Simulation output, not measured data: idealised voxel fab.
Process module in this document: voxel capacitor over wiring
Cross-sectional view cut (width: 195 nm; square cell size: 5 nm).
Cross-section spec: square-cell grid; bands listed top down; each band is one or more rows. In this notation a band is specified by the heights of its top and bottom, in that order and in nm, after which its materials appear from left to right, each paired with its width in nm. The word "full width" attached to a single material means that material fills the band from edge to edge; the word "air" stands for empty space. Zero point of the height axis is 0; under it, received wafer = one material. Lowest band: continues down indefinitely, "from 0 down". Width "30 to 40": first value at the band's top row of cells, second value at its bottom row, equal change from row to row. You'll sometimes find "stayed the same" written for a step, and that's the way of saying that nowhere in the cross-section did a cell change during that step. Voids not open to the top, 8 cells minimum: see "Unvented internal voids". Written width x height at distance; distance is from the left edge; nm. Anything after a step's settings on that line? It's the simulator's own note about the step. The setting "overlay nm" may be written on the line of a step. When the step uses a mask, the value reports how far to the right of the planned place the mask lay, and a negative value reports that it lay to the left.

Planned process steps
- 1: RECEIVE (material Si)
- 2: CONFORMAL_DEP (material SiO2; thk nm 10)
- 3: DIRECTIONAL_DEP (material TiN; thk nm 5)
- 4: DIRECTIONAL_DEP (material W; thk nm 25)
- 5: PATTERN (tone cover; mask id METAL_1; material resist; width nm 25; pitch nm 90; thk nm 15; overlay nm 0)
- 6: DIRECTIONAL_ETCH (etch materials W; depth nm 25)
- 7: DIRECTIONAL_ETCH (etch materials TiN; depth nm 5)
- 8: STRIP (etch materials resist)
- 9: CONFORMAL_DEP (material SiN; thk nm 5)
- 10: FILL_DEP (material SiO2; thk nm 5)
- 11: CMP (height nm 40)
- 12: CONFORMAL_DEP (material SiCN; thk nm 5)
- 13: DIRECTIONAL_DEP (material SiO2; thk nm 20)
- 14: DIRECTIONAL_DEP (material aC; thk nm 15)
- 15: PATTERN (tone open; mask id PLUG_1; material resist; width nm 15; thk nm 35; overlay nm 0)
- 16: DIRECTIONAL_ETCH (etch materials aC; depth nm 15)
- 17: STRIP (etch materials resist)
- 18: DIRECTIONAL_ETCH (etch materials SiO2; depth nm 20)
- 19: DIRECTIONAL_ETCH (etch materials SiCN; depth nm 5)
- 20: STRIP (etch materials aC)
- 21: EPI (material Ru; thk nm 10)
- 22: EPI (material Ru; thk nm 10)
- 23: EPI (material Ru; thk nm 5)
- 24: DIRECTIONAL_DEP (material TiN; thk nm 5)
- 25: DIRECTIONAL_DEP (material Al2O3; thk nm 5)
- 26: DIRECTIONAL_DEP (material TiN; thk nm 10)
- 27: MASKED_ETCH (tone cover; mask id UPPER_PLATE; width nm 70; etch materials TiN; depth nm 10; overlay nm 0)
- 28: MASKED_ETCH (tone cover; mask id UPPER_PLATE; width nm 70; etch materials Al2O3; depth nm 5; overlay nm 0)
- 29: MASKED_ETCH (tone cover; mask id LOWER_PLATE; width nm 80; etch materials TiN; depth nm 5; overlay nm 0)
- 30: FILL_DEP (material SiO2; thk nm 20)
- 31: CMP (height nm 100)
- 32: MASKED_ETCH (tone open; mask id PLUG_2; width nm 15; etch materials SiO2; depth nm 15; overlay nm 0)
- 33: CONFORMAL_DEP (material TiN; thk nm 5)
- 34: FILL_DEP (material Ru; thk nm 5)
- 35: CMP (height nm 100)
- 36: CONFORMAL_DEP (material SiCN; thk nm 5)

On the first of the two wafers: run conducted according to plan

Delivered wafer in cross-section: state after step 1
    from 0 down: Si full width
    Unvented internal voids: none

Step 2 complete: cross-section through the wafer
    from 10 to 0: SiO2 full width
    Below 0 it's all the same as before, nothing changed down there.

Step 3 complete: cross-section through the wafer
    from 15 to 10: TiN full width
    Below 10 it's all the same as before, nothing changed down there.

Step 4 complete: cross-section through the wafer
    from 40 to 15: W full width
    Below 15 it's all the same as before, nothing changed down there.

Step 5 complete: cross-section through the wafer
    from 55 to 40: air (40) | resist (25) | air (65) | resist (25) | air (40)
    Below 40 it's all the same as before, nothing changed down there.

Step 6 complete: cross-section through the wafer
    from 55 to 40: air (40) | resist (25) | air (65) | resist (25) | air (40)
    from 40 to 15: air (40) | W (25) | air (65) | W (25) | air (40)
    Below 15 it's all the same as before, nothing changed down there.

Step 7 complete: cross-section through the wafer
    from 55 to 40: air (40) | resist (25) | air (65) | resist (25) | air (40)
    from 40 to 15: air (40) | W (25) | air (65) | W (25) | air (40)
    from 15 to 10: air (40) | TiN (25) | air (65) | TiN (25) | air (40)
    Below 10 it's all the same as before, nothing changed down there.

Step 8 complete: cross-section through the wafer
    from 40 to 15: air (40) | W (25) | air (65) | W (25) | air (40)
    Below 15 it's all the same as before, nothing changed down there.

Step 9 complete: cross-section through the wafer
    from 45 to 40: air (35) | SiN (35) | air (55) | SiN (35) | air (35)
    from 40 to 15: air (35) | SiN (5) | W (25) | SiN (5) | air (55) | SiN (5) | W (25) | SiN (5) | air (35)
    from 15 to 10: SiN (40) | TiN (25) | SiN (65) | TiN (25) | SiN (40)
    Below 10 it's all the same as before, nothing changed down there.

Step 10 complete: cross-section through the wafer
    from 50 to 45: SiO2 full width
    from 45 to 40: SiO2 (35) | SiN (35) | SiO2 (55) | SiN (35) | SiO2 (35)
    from 40 to 15: SiO2 (35) | SiN (5) | W (25) | SiN (5) | SiO2 (55) | SiN (5) | W (25) | SiN (5) | SiO2 (35)
    Below 15 it's all the same as before, nothing changed down there.

Step 11 complete: cross-section through the wafer
    from 40 to 15: SiO2 (35) | SiN (5) | W (25) | SiN (5) | SiO2 (55) | SiN (5) | W (25) | SiN (5) | SiO2 (35)
    Below 15 it's all the same as before, nothing changed down there.

Step 12 complete: cross-section through the wafer
    from 45 to 40: SiCN full width
    Below 40 it's all the same as before, nothing changed down there.

Step 13 complete: cross-section through the wafer
    from 65 to 45: SiO2 full width
    Below 45 it's all the same as before, nothing changed down there.

Step 14 complete: cross-section through the wafer
    from 80 to 65: aC full width
    Below 65 it's all the same as before, nothing changed down there.

Step 15 complete: cross-section through the wafer
    from 115 to 80: resist (50) | air (15) | resist (130)
    Below 80 it's all the same as before, nothing changed down there.

Step 16 complete: cross-section through the wafer
    from 100 to 80: resist (50) | air (15) | resist (130)
    from 80 to 65: aC (50) | air (15) | aC (130)
    Below 65 it's all the same as before, nothing changed down there.

Step 17 complete: cross-section through the wafer
    from 80 to 65: aC (50) | air (15) | aC (130)
    Below 65 it's all the same as before, nothing changed down there.

Step 18 complete: cross-section through the wafer
    from 80 to 65: aC (50) | air (15) | aC (130)
    from 65 to 45: SiO2 (50) | air (15) | SiO2 (130)
    Below 45 it's all the same as before, nothing changed down there.

Step 19 complete: cross-section through the wafer
    from 80 to 65: aC (50) | air (15) | aC (130)
    from 65 to 45: SiO2 (50) | air (15) | SiO2 (130)
    from 45 to 40: SiCN (50) | air (15) | SiCN (130)
    Below 40 it's all the same as before, nothing changed down there.

Step 20 complete: cross-section through the wafer
    from 65 to 45: SiO2 (50) | air (15) | SiO2 (130)
    Below 45 it's all the same as before, nothing changed down there.

Step 21 complete: cross-section through the wafer
    from 65 to 50: SiO2 (50) | air (15) | SiO2 (130)
    from 50 to 45: SiO2 (50) | Ru (15) | SiO2 (130)
    from 45 to 40: SiCN (50) | Ru (15) | SiCN (130)
    Below 40 it's all the same as before, nothing changed down there.

Step 22 complete: cross-section through the wafer
    from 65 to 60: SiO2 (50) | air (15) | SiO2 (130)
    from 60 to 45: SiO2 (50) | Ru (15) | SiO2 (130)
    Below 45 it's all the same as before, nothing changed down there.

Step 23 complete: cross-section through the wafer
    from 65 to 45: SiO2 (50) | Ru (15) | SiO2 (130)
    Below 45 it's all the same as before, nothing changed down there.

Step 24 complete: cross-section through the wafer
    from 70 to 65: TiN full width
    Below 65 it's all the same as before, nothing changed down there.

Step 25 complete: cross-section through the wafer
    from 75 to 70: Al2O3 full width
    Below 70 it's all the same as before, nothing changed down there.

Step 26 complete: cross-section through the wafer
    from 85 to 75: TiN full width
    Below 75 it's all the same as before, nothing changed down there.

Step 27 complete: cross-section through the wafer
    from 85 to 75: air (50) | TiN (70) | air (75)
    Below 75 it's all the same as before, nothing changed down there.

Step 28 complete: cross-section through the wafer
    from 85 to 75: air (50) | TiN (70) | air (75)
    from 75 to 70: air (50) | Al2O3 (70) | air (75)
    Below 70 it's all the same as before, nothing changed down there.

Step 29 complete: cross-section through the wafer
    from 85 to 75: air (50) | TiN (70) | air (75)
    from 75 to 70: air (50) | Al2O3 (70) | air (75)
    from 70 to 65: air (45) | TiN (80) | air (70)
    Below 65 it's all the same as before, nothing changed down there.

Step 30 complete: cross-section through the wafer
    from 105 to 85: SiO2 full width
    from 85 to 75: SiO2 (50) | TiN (70) | SiO2 (75)
    from 75 to 70: SiO2 (50) | Al2O3 (70) | SiO2 (75)
    from 70 to 65: SiO2 (45) | TiN (80) | SiO2 (70)
    Below 65 it's all the same as before, nothing changed down there.

Step 31 complete: cross-section through the wafer
    from 100 to 85: SiO2 full width
    Below 85 it's all the same as before, nothing changed down there.

Step 32 complete: cross-section through the wafer
    from 100 to 85: SiO2 (60) | air (15) | SiO2 (120)
    Below 85 it's all the same as before, nothing changed down there.

Step 33 complete: cross-section through the wafer
    from 105 to 100: TiN (65) | air (5) | TiN (125)
    from 100 to 90: SiO2 (60) | TiN (5) | air (5) | TiN (5) | SiO2 (120)
    from 90 to 85: SiO2 (60) | TiN (15) | SiO2 (120)
    Below 85 it's all the same as before, nothing changed down there.

Step 34 complete: cross-section through the wafer
    from 110 to 105: Ru full width
    from 105 to 100: TiN (65) | Ru (5) | TiN (125)
    from 100 to 90: SiO2 (60) | TiN (5) | Ru (5) | TiN (5) | SiO2 (120)
    Below 90 it's all the same as before, nothing changed down there.

Step 35 complete: cross-section through the wafer
    from 100 to 90: SiO2 (60) | TiN (5) | Ru (5) | TiN (5) | SiO2 (120)
    Below 90 it's all the same as before, nothing changed down there.

Step 36 complete: cross-section through the wafer
    from 105 to 100: SiCN full width
    Below 100 it's all the same as before, nothing changed down there.

Second Wafer (Identical Start and Plan, One Processing Error; Matches First Wafer Through Step 14)

Second wafer, section view, time point: scheduled end of step 15
    from 115 to 80: resist (50) | air (20) | resist (125)
    Below 80 it's all the same as before, nothing changed down there.

Second wafer, section view, time point: scheduled end of step 16
    from 100 to 80: resist (50) | air (20) | resist (125)
    from 80 to 65: aC (50) | air (20) | aC (125)
    Below 65 it's all the same as before, nothing changed down there.

Second wafer, section view, time point: scheduled end of step 17
    from 80 to 65: aC (50) | air (20) | aC (125)
    Below 65 it's all the same as before, nothing changed down there.

Second wafer, section view, time point: scheduled end of step 18
    from 80 to 65: aC (50) | air (20) | aC (125)
    from 65 to 45: SiO2 (50) | air (20) | SiO2 (125)
    Below 45 it's all the same as before, nothing changed down there.

Second wafer, section view, time point: scheduled end of step 19
    from 80 to 65: aC (50) | air (20) | aC (125)
    from 65 to 45: SiO2 (50) | air (20) | SiO2 (125)
    from 45 to 40: SiCN (50) | air (20) | SiCN (125)
    Below 40 it's all the same as before, nothing changed down there.

Second wafer, section view, time point: scheduled end of step 20
    from 65 to 45: SiO2 (50) | air (20) | SiO2 (125)
    Below 45 it's all the same as before, nothing changed down there.

Second wafer, section view, time point: scheduled end of step 21
    from 65 to 50: SiO2 (50) | air (20) | SiO2 (125)
    from 50 to 45: SiO2 (50) | Ru (20) | SiO2 (125)
    from 45 to 40: SiCN (50) | Ru (20) | SiCN (125)
    Below 40 it's all the same as before, nothing changed down there.

Second wafer, section view, time point: scheduled end of step 22
    from 65 to 60: SiO2 (50) | air (20) | SiO2 (125)
    from 60 to 45: SiO2 (50) | Ru (20) | SiO2 (125)
    Below 45 it's all the same as before, nothing changed down there.

Second wafer, section view, time point: scheduled end of step 23
    from 65 to 45: SiO2 (50) | Ru (20) | SiO2 (125)
    Below 45 it's all the same as before, nothing changed down there.

Second wafer, section view, time point: scheduled end of step 24
    from 70 to 65: TiN full width
    Below 65 it's all the same as before, nothing changed down there.

Second wafer, section view, time point: scheduled end of step 25
    from 75 to 70: Al2O3 full width
    Below 70 it's all the same as before, nothing changed down there.

Second wafer, section view, time point: scheduled end of step 26
    from 85 to 75: TiN full width
    Below 75 it's all the same as before, nothing changed down there.

Second wafer, section view, time point: scheduled end of step 27
    from 85 to 75: air (50) | TiN (70) | air (75)
    Below 75 it's all the same as before, nothing changed down there.

Second wafer, section view, time point: scheduled end of step 28
    from 85 to 75: air (50) | TiN (70) | air (75)
    from 75 to 70: air (50) | Al2O3 (70) | air (75)
    Below 70 it's all the same as before, nothing changed down there.

Second wafer, section view, time point: scheduled end of step 29
    from 85 to 75: air (50) | TiN (70) | air (75)
    from 75 to 70: air (50) | Al2O3 (70) | air (75)
    from 70 to 65: air (45) | TiN (80) | air (70)
    Below 65 it's all the same as before, nothing changed down there.

Second wafer, section view, time point: scheduled end of step 30
    from 105 to 85: SiO2 full width
    from 85 to 75: SiO2 (50) | TiN (70) | SiO2 (75)
    from 75 to 70: SiO2 (50) | Al2O3 (70) | SiO2 (75)
    from 70 to 65: SiO2 (45) | TiN (80) | SiO2 (70)
    Below 65 it's all the same as before, nothing changed down there.

Second wafer, section view, time point: scheduled end of step 31
    from 100 to 85: SiO2 full width
    Below 85 it's all the same as before, nothing changed down there.

Second wafer, section view, time point: scheduled end of step 32
    from 100 to 85: SiO2 (60) | air (15) | SiO2 (120)
    Below 85 it's all the same as before, nothing changed down there.

Second wafer, section view, time point: scheduled end of step 33
    from 105 to 100: TiN (65) | air (5) | TiN (125)
    from 100 to 90: SiO2 (60) | TiN (5) | air (5) | TiN (5) | SiO2 (120)
    from 90 to 85: SiO2 (60) | TiN (15) | SiO2 (120)
    Below 85 it's all the same as before, nothing changed down there.

Second wafer, section view, time point: scheduled end of step 34
    from 110 to 105: Ru full width
    from 105 to 100: TiN (65) | Ru (5) | TiN (125)
    from 100 to 90: SiO2 (60) | TiN (5) | Ru (5) | TiN (5) | SiO2 (120)
    Below 90 it's all the same as before, nothing changed down there.

Second wafer, section view, time point: scheduled end of step 35
    from 100 to 90: SiO2 (60) | TiN (5) | Ru (5) | TiN (5) | SiO2 (120)
    Below 90 it's all the same as before, nothing changed down there.

Second wafer, section view, time point: scheduled end of step 36
    from 105 to 100: SiCN full width
    Below 100 it's all the same as before, nothing changed down there.
The mistake made against the process plan was this: planned and actual differ for step 15; actual: PATTERN (tone open; mask id PLUG_1; material resist; width nm 20; thk nm 35; overlay nm 0)
Final comparison by cell count, materials where the second wafer has more or fewer than the first: +5 Ru, -1 SiCN, -4 SiO2
